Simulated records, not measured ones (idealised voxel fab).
voxel transistor to metal: a process module
Displayed cross-section: cut, width of 185 nm, square cells sized 5 nm.
A cross-section is a grid of square cells, given in bands from the top down. A band is one or more rows of cells. Band entry format. Leading values: height of top, height of bottom, nm. Remainder: materials in left-to-right order, each with its width in nm. Special words: "full width" on a single material, which then fills the band edge to edge; "empty", empty space. The reference from which all heights are counted is 0, the level beneath which the as-received wafer is entirely one material; the lowest band, having no lower bound, proceeds downward and is written after the example "top 0, no bottom". The notation "30->40" denotes a width that varies across the rows of cells in the band, beginning at the first number in the top row, finishing at the second number in the bottom row, and changing by an identical amount from each row to the next. The designation "nothing different", where it is given for a processing step, indicates that no cell of the cross-section was altered in the course of that step. For the entry "Encapsulated voids", the listed items are empty spaces with no open way to the top whose size is 8 cells or more; each item follows the pattern width x height at distance, where distance is from the left edge and all three are in nm. Step line, after settings: the simulator's comment on this step. What "overlay nm" on a step's line means: if the step has a mask, that mask lay this far to the right of its planned place, or, when the value is negative, to the left.
THIS SECTION LISTS THE PROCESS STEPS THAT WERE PLANNED
1. RECEIVE: material Si
2. CONFORMAL_DEP: material SiO2, thk nm 5
3. CONFORMAL_DEP: material SiN, thk nm 10
4. DIRECTIONAL_DEP: material aC, thk nm 10
5. PATTERN: tone cover, mask id ACTIVE, material resist, width nm 125, thk nm 30, overlay nm 0
6. DIRECTIONAL_ETCH: etch materials aC, depth nm 10
7. STRIP: etch materials resist
8. DIRECTIONAL_ETCH: etch materials SiN, depth nm 10
9. DIRECTIONAL_ETCH: etch materials SiO2, depth nm 5
10. DIRECTIONAL_ETCH: etch materials Si, depth nm 20
11. STRIP: etch materials aC
12. FILL_DEP: material SiO2, thk nm 10
13. CMP: height nm 15
14. SELECTIVE_ETCH: etch materials SiO2, depth nm 5
15. STRIP: etch materials SiN
16. SELECTIVE_ETCH: etch materials SiO2, depth nm 5
17. OXIDIZE: depth nm 5
18. DIRECTIONAL_DEP: material polySi, thk nm 30
19. DIRECTIONAL_DEP: material SiCN, thk nm 10
20. MASKED_ETCH: tone cover, mask id GATE, width nm 35, etch materials SiCN, depth nm 20, overlay nm 0
21. MASKED_ETCH: tone cover, mask id GATE, width nm 35, etch materials polySi, depth nm 40, overlay nm 0
22. CONFORMAL_DEP: material SiN, thk nm 10
23. DIRECTIONAL_ETCH: etch materials SiN, depth nm 10
24. DIRECTIONAL_ETCH: etch materials SiO2, depth nm 5
25. DIRECTIONAL_ETCH: etch materials Si, depth nm 5
26. EPI: material SiGe, thk nm 5
27. FILL_DEP: material SiO2, thk nm 5
28. CMP: height nm 30
29. STRIP: etch materials polySi
30. SELECTIVE_ETCH: etch materials SiO2, depth nm 5
31. CONFORMAL_DEP: material HfO2, thk nm 5
32. CONFORMAL_DEP: material TiN, thk nm 5
33. FILL_DEP: material W, thk nm 5
34. CMP: height nm 25
35. DIRECTIONAL_DEP: material SiO2, thk nm 5
36. MASKED_ETCH: tone open, mask id CONTACT, width nm 20, pitch nm 95, etch materials SiO2, depth nm 45, overlay nm 0
37. CONFORMAL_DEP: material TiN, thk nm 5
38. FILL_DEP: material Ru, thk nm 5
39. CMP: height nm 40
40. CONFORMAL_DEP: material SiN, thk nm 5
41. DIRECTIONAL_DEP: material SiO2, thk nm 15
42. PATTERN: tone open, mask id METAL_1, material resist, width nm 20, pitch nm 95, thk nm 15, overlay nm 0
43. DIRECTIONAL_ETCH: etch materials SiO2, depth nm 15
44. DIRECTIONAL_ETCH: etch materials SiN, depth nm 5
45. STRIP: etch materials resist
46. CONFORMAL_DEP: material TiN, thk nm 5
47. FILL_DEP: material Cu, thk nm 10
48. CMP: height nm 60
49. CONFORMAL_DEP: material SiN, thk nm 5
All wafers enter the flow in the same state. The thk nm at step 35 differs from wafer to wafer, and the plan gives the value for the first wafer.
RECEIVED WAFERS, FIRST OF SEVERAL: CROSS-SECTION AFTER STEP 1
    top 0, no bottom  Si full width
    Encapsulated voids: none
THE FOLLOWING TABLE CONTAINS A ROW PER WAFER, IN WHICH ARE REPORTED, AT THE CONCLUSION OF THE MODULE, THE CELLS OF EACH MATERIAL GAINED (+) OR LOST (-) SINCE THE WAFER'S RECEIPT, WITH ITS CLOSED VOIDS GIVEN THEREAFTER
thk nm 5, +12 Cu, +19 HfO2, +63 Ru, -85 Si, +16 SiGe, +90 SiN, +256 SiO2, +98 TiN, +12 W, Encapsulated voids: none
thk nm 10, +12 Cu, +19 HfO2, +30 Ru, -85 Si, +16 SiGe, +90 SiN, +285 SiO2, +102 TiN, +12 W, Encapsulated voids: none
thk nm 15, +12 Cu, +19 HfO2, +30 Ru, -85 Si, +16 SiGe, +90 SiN, +314 SiO2, +73 TiN, +12 W, Encapsulated voids: none
thk nm 20, +12 Cu, +19 HfO2, +28 Ru, -85 Si, +16 SiGe, +90 SiN, +320 SiO2, +69 TiN, +12 W, Encapsulated voids: none
thk nm 25, +12 Cu, +19 HfO2, +24 Ru, -85 Si, +16 SiGe, +90 SiN, +328 SiO2, +65 TiN, +12 W, Encapsulated voids: none
thk nm 30, +12 Cu, +19 HfO2, +20 Ru, -85 Si, +16 SiGe, +90 SiN, +336 SiO2, +61 TiN, +12 W, Encapsulated voids: none
